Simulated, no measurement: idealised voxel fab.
Process module name: voxel gate over fins
Cross-sectional view cut (width: 200 nm; square cell size: 5 nm).
In this document a cross-section is written as a grid of square cells. It is given as a series of bands, listed from the top down, and a band is one or more rows of cells. Heights first: top, then bottom, in nm. Then materials, left to right, each with a width in nm. "edge to edge" on a single material: fills the band edge to edge. "empty": empty space. Height is counted from the level 0, under which the received wafer is composed throughout of one material. The lowest of the bands is not closed at the bottom but continues downward, in the notation "0 -> down". Width spec "30 to 40" -> top row of cells at first value, bottom row at second value, equal per-row change in between. "left unchanged" for a step: no cell of the cross-section changed in that step. Reported under the label "Closed cavities" are the empty spaces having no open way to the top and comprising 8 cells or more; the notation for each is width x height at distance, in which the distance is measured from the left edge and all three values are in nm. On a step's line, text after the settings is the simulator commenting on that step. overlay nm: where the mask lay relative to plan, measured to the right, on steps with a mask; negatives go left.
**Below is the list of planned process steps**
step 1: op RECEIVE | material Si
step 2: op CONFORMAL_DEP | material SiN | thk nm 10
step 3: op DIRECTIONAL_DEP | material aC | thk nm 15
step 4: op PATTERN | tone cover | mask id FINS | material resist | width nm 15 | pitch nm 40 | thk nm 35 | overlay nm 0
step 5: op DIRECTIONAL_ETCH | etch materials aC | depth nm 15
step 6: op STRIP | etch materials resist
step 7: op DIRECTIONAL_ETCH | etch materials SiN | depth nm 10
step 8: op DIRECTIONAL_ETCH | etch materials Si | depth nm 35
step 9: op STRIP | etch materials aC
step 10: op OXIDIZE | depth nm 5
step 11: op FILL_DEP | material SiO2 | thk nm 15
step 12: op CMP | height nm 10
step 13: op SELECTIVE_ETCH | etch materials SiO2 | depth nm 25
step 14: op STRIP | etch materials SiN
step 15: op CONFORMAL_DEP | material HfO2 | thk nm 5
step 16: op CONFORMAL_DEP | material TiN | thk nm 5
step 17: op CONFORMAL_DEP | material TiAl | thk nm 5
step 18: op CONFORMAL_DEP | material TiN | thk nm 5
step 19: op FILL_DEP | material W | thk nm 10
step 20: op CMP | height nm 25
step 21: op CONFORMAL_DEP | material SiCN | thk nm 5
**Below: the first of two wafers, run as planned**
**Cross-section of the wafer as it came to us, i.e., already through step 1**
	0 -> down  Si edge to edge
	Closed cavities: none
**The wafer in cross-section once step 2 is complete**
	10 -> 0  SiN edge to edge
	Lower than 0, everything is as it was.
**The wafer in cross-section once step 3 is complete**
	25 -> 10  aC edge to edge
	Lower than 10, everything is as it was.
**The wafer in cross-section once step 4 is complete**
	60 -> 25  50 of empty; 15 of resist; 25 of empty; 15 of resist; 25 of empty; 15 of resist; 55 of empty
	Lower than 25, everything is as it was.
**The wafer in cross-section once step 5 is complete**
	45 -> 25  50 of empty; 15 of resist; 25 of empty; 15 of resist; 25 of empty; 15 of resist; 55 of empty
	25 -> 10  50 of empty; 15 of aC; 25 of empty; 15 of aC; 25 of empty; 15 of aC; 55 of empty
	Lower than 10, everything is as it was.
**The wafer in cross-section once step 6 is complete**
	25 -> 10  50 of empty; 15 of aC; 25 of empty; 15 of aC; 25 of empty; 15 of aC; 55 of empty
	Lower than 10, everything is as it was.
**The wafer in cross-section once step 7 is complete**
	25 -> 10  50 of empty; 15 of aC; 25 of empty; 15 of aC; 25 of empty; 15 of aC; 55 of empty
	10 -> 0  50 of empty; 15 of SiN; 25 of empty; 15 of SiN; 25 of empty; 15 of SiN; 55 of empty
	Lower than 0, everything is as it was.
**The wafer in cross-section once step 8 is complete**
	25 -> 10  50 of empty; 15 of aC; 25 of empty; 15 of aC; 25 of empty; 15 of aC; 55 of empty
	10 -> 0  50 of empty; 15 of SiN; 25 of empty; 15 of SiN; 25 of empty; 15 of SiN; 55 of empty
	0 -> -35  50 of empty; 15 of Si; 25 of empty; 15 of Si; 25 of empty; 15 of Si; 55 of empty
	Lower than -35, everything is as it was.
**The wafer in cross-section once step 9 is complete**
	10 -> 0  50 of empty; 15 of SiN; 25 of empty; 15 of SiN; 25 of empty; 15 of SiN; 55 of empty
	Lower than 0, everything is as it was.
**The wafer in cross-section once step 10 is complete**
	10 -> 0  50 of empty; 15 of SiN; 25 of empty; 15 of SiN; 25 of empty; 15 of SiN; 55 of empty
	0 -> -35  50 of empty; 5 of SiO2; 5 of Si; 5 of SiO2; 25 of empty; 5 of SiO2; 5 of Si; 5 of SiO2; 25 of empty; 5 of SiO2; 5 of Si; 5 of SiO2; 55 of empty
	-35 -> -40  55 of SiO2; 5 of Si; 35 of SiO2; 5 of Si; 35 of SiO2; 5 of Si; 60 of SiO2
	Lower than -40, everything is as it was.
**The wafer in cross-section once step 11 is complete**
	25 -> 10  SiO2 edge to edge
	10 -> 0  50 of SiO2; 15 of SiN; 25 of SiO2; 15 of SiN; 25 of SiO2; 15 of SiN; 55 of SiO2
	0 -> -40  55 of SiO2; 5 of Si; 35 of SiO2; 5 of Si; 35 of SiO2; 5 of Si; 60 of SiO2
	Lower than -40, everything is as it was.
**The wafer in cross-section once step 12 is complete**
	10 -> 0  50 of SiO2; 15 of SiN; 25 of SiO2; 15 of SiN; 25 of SiO2; 15 of SiN; 55 of SiO2
	Lower than 0, everything is as it was.
**The wafer in cross-section once step 13 is complete**
	10 -> 0  50 of empty; 15 of SiN; 25 of empty; 15 of SiN; 25 of empty; 15 of SiN; 55 of empty
	0 -> -15  55 of empty; 5 of Si; 35 of empty; 5 of Si; 35 of empty; 5 of Si; 60 of empty
	Lower than -15, everything is as it was.
**The wafer in cross-section once step 14 is complete**
	0 -> -15  55 of empty; 5 of Si; 35 of empty; 5 of Si; 35 of empty; 5 of Si; 60 of empty
	Lower than -15, everything is as it was.
**The wafer in cross-section once step 15 is complete**
	5 -> 0  50 of empty; 15 of HfO2; 25 of empty; 15 of HfO2; 25 of empty; 15 of HfO2; 55 of empty
	0 -> -10  50 of empty; 5 of HfO2; 5 of Si; 5 of HfO2; 25 of empty; 5 of HfO2; 5 of Si; 5 of HfO2; 25 of empty; 5 of HfO2; 5 of Si; 5 of HfO2; 55 of empty
	-10 -> -15  55 of HfO2; 5 of Si; 35 of HfO2; 5 of Si; 35 of HfO2; 5 of Si; 60 of HfO2
	Lower than -15, everything is as it was.
**The wafer in cross-section once step 16 is complete**
	10 -> 5  45 of empty; 25 of TiN; 15 of empty; 25 of TiN; 15 of empty; 25 of TiN; 50 of empty
	5 -> 0  45 of empty; 5 of TiN; 15 of HfO2; 5 of TiN; 15 of empty; 5 of TiN; 15 of HfO2; 5 of TiN; 15 of empty; 5 of TiN; 15 of HfO2; 5 of TiN; 50 of empty
	0 -> -5  45 of empty; 5 of TiN; 5 of HfO2; 5 of Si; 5 of HfO2; 5 of TiN; 15 of empty; 5 of TiN; 5 of HfO2; 5 of Si; 5 of HfO2; 5 of TiN; 15 of empty; 5 of TiN; 5 of HfO2; 5 of Si; 5 of HfO2; 5 of TiN; 50 of empty
	-5 -> -10  50 of TiN; 5 of HfO2; 5 of Si; 5 of HfO2; 25 of TiN; 5 of HfO2; 5 of Si; 5 of HfO2; 25 of TiN; 5 of HfO2; 5 of Si; 5 of HfO2; 55 of TiN
	Lower than -10, everything is as it was.
**The wafer in cross-section once step 17 is complete**
	15 -> 10  40 of empty; 35 of TiAl; 5 of empty; 35 of TiAl; 5 of empty; 35 of TiAl; 45 of empty
	10 -> 5  40 of empty; 5 of TiAl; 25 of TiN; 5 of TiAl; 5 of empty; 5 of TiAl; 25 of TiN; 5 of TiAl; 5 of empty; 5 of TiAl; 25 of TiN; 5 of TiAl; 45 of empty
	5 -> 0  40 of empty; 5 of TiAl; 5 of TiN; 15 of HfO2; 5 of TiN; 5 of TiAl; 5 of empty; 5 of TiAl; 5 of TiN; 15 of HfO2; 5 of TiN; 5 of TiAl; 5 of empty; 5 of TiAl; 5 of TiN; 15 of HfO2; 5 of TiN; 5 of TiAl; 45 of empty
	0 -> -5  45 of TiAl; 5 of TiN; 5 of HfO2; 5 of Si; 5 of HfO2; 5 of TiN; 15 of TiAl; 5 of TiN; 5 of HfO2; 5 of Si; 5 of HfO2; 5 of TiN; 15 of TiAl; 5 of TiN; 5 of HfO2; 5 of Si; 5 of HfO2; 5 of TiN; 50 of TiAl
	Lower than -5, everything is as it was.
**The wafer in cross-section once step 18 is complete**
	20 -> 15  35 of empty; 125 of TiN; 40 of empty
	15 -> 10  35 of empty; 5 of TiN; 35 of TiAl; 5 of TiN; 35 of TiAl; 5 of TiN; 35 of TiAl; 5 of TiN; 40 of empty
	10 -> 5  35 of empty; 5 of TiN; 5 of TiAl; 25 of TiN; 5 of TiAl; 5 of TiN; 5 of TiAl; 25 of TiN; 5 of TiAl; 5 of TiN; 5 of TiAl; 25 of TiN; 5 of TiAl; 5 of TiN; 40 of empty
	5 -> 0  40 of TiN; 5 of TiAl; 5 of TiN; 15 of HfO2; 5 of TiN; 5 of TiAl; 5 of TiN; 5 of TiAl; 5 of TiN; 15 of HfO2; 5 of TiN; 5 of TiAl; 5 of TiN; 5 of TiAl; 5 of TiN; 15 of HfO2; 5 of TiN; 5 of TiAl; 45 of TiN
	Lower than 0, everything is as it was.
**The wafer in cross-section once step 19 is complete**
	30 -> 20  W edge to edge
	20 -> 15  35 of W; 125 of TiN; 40 of W
	15 -> 10  35 of W; 5 of TiN; 35 of TiAl; 5 of TiN; 35 of TiAl; 5 of TiN; 35 of TiAl; 5 of TiN; 40 of W
	10 -> 5  35 of W; 5 of TiN; 5 of TiAl; 25 of TiN; 5 of TiAl; 5 of TiN; 5 of TiAl; 25 of TiN; 5 of TiAl; 5 of TiN; 5 of TiAl; 25 of TiN; 5 of TiAl; 5 of TiN; 40 of W
	Lower than 5, everything is as it was.
**The wafer in cross-section once step 20 is complete**
	25 -> 20  W edge to edge
	Lower than 20, everything is as it was.
**The wafer in cross-section once step 21 is complete**
	30 -> 25  SiCN edge to edge
	Lower than 25, everything is as it was.
**Second wafer - shared start and plan with the first - one error in running - same as the first up to step 14 inclusive**
**Cross-sectional view of the second wafer at the intended end time of process step 15**
	15 -> 0  40 of empty; 35 of HfO2; 5 of empty; 35 of HfO2; 5 of empty; 35 of HfO2; 45 of empty
	0 -> -15  55 of HfO2; 5 of Si; 35 of HfO2; 5 of Si; 35 of HfO2; 5 of Si; 60 of HfO2
	Lower than -15, everything is as it was.
**Cross-sectional view of the second wafer at the intended end time of process step 16**
	20 -> 15  35 of empty; 125 of TiN; 40 of empty
	15 -> 5  35 of empty; 5 of TiN; 35 of HfO2; 5 of TiN; 35 of HfO2; 5 of TiN; 35 of HfO2; 5 of TiN; 40 of empty
	5 -> 0  40 of TiN; 35 of HfO2; 5 of TiN; 35 of HfO2; 5 of TiN; 35 of HfO2; 45 of TiN
	Lower than 0, everything is as it was.
**Cross-sectional view of the second wafer at the intended end time of process step 17**
	25 -> 20  30 of empty; 135 of TiAl; 35 of empty
	20 -> 15  30 of empty; 5 of TiAl; 125 of TiN; 5 of TiAl; 35 of empty
	15 -> 10  30 of empty; 5 of TiAl; 5 of TiN; 35 of HfO2; 5 of TiN; 35 of HfO2; 5 of TiN; 35 of HfO2; 5 of TiN; 5 of TiAl; 35 of empty
	10 -> 5  35 of TiAl; 5 of TiN; 35 of HfO2; 5 of TiN; 35 of HfO2; 5 of TiN; 35 of HfO2; 5 of TiN; 40 of TiAl
	Lower than 5, everything is as it was.
**Cross-sectional view of the second wafer at the intended end time of process step 18**
	30 -> 25  25 of empty; 145 of TiN; 30 of empty
	25 -> 20  25 of empty; 5 of TiN; 135 of TiAl; 5 of TiN; 30 of empty
	20 -> 15  25 of empty; 5 of TiN; 5 of TiAl; 125 of TiN; 5 of TiAl; 5 of TiN; 30 of empty
	15 -> 10  30 of TiN; 5 of TiAl; 5 of TiN; 35 of HfO2; 5 of TiN; 35 of HfO2; 5 of TiN; 35 of HfO2; 5 of TiN; 5 of TiAl; 35 of TiN
	Lower than 10, everything is as it was.
**Cross-sectional view of the second wafer at the intended end time of process step 19**
	40 -> 30  W edge to edge
	30 -> 25  25 of W; 145 of TiN; 30 of W
	25 -> 20  25 of W; 5 of TiN; 135 of TiAl; 5 of TiN; 30 of W
	20 -> 15  25 of W; 5 of TiN; 5 of TiAl; 125 of TiN; 5 of TiAl; 5 of TiN; 30 of W
	Lower than 15, everything is as it was.
**Cross-sectional view of the second wafer at the intended end time of process step 20**
	25 -> 20  25 of W; 5 of TiN; 135 of TiAl; 5 of TiN; 30 of W
	Lower than 20, everything is as it was.
**Cross-sectional view of the second wafer at the intended end time of process step 21**
	30 -> 25  SiCN edge to edge
	Lower than 25, everything is as it was.
Where did the run depart from the plan? step 15 went in with a setting other than planned; the actual run was op CONFORMAL_DEP | material HfO2 | thk nm 15
Counted in cells at the end, the second wafer holds more or fewer of these materials than the first: +116 HfO2, -12 TiAl, -41 TiN, -63 W
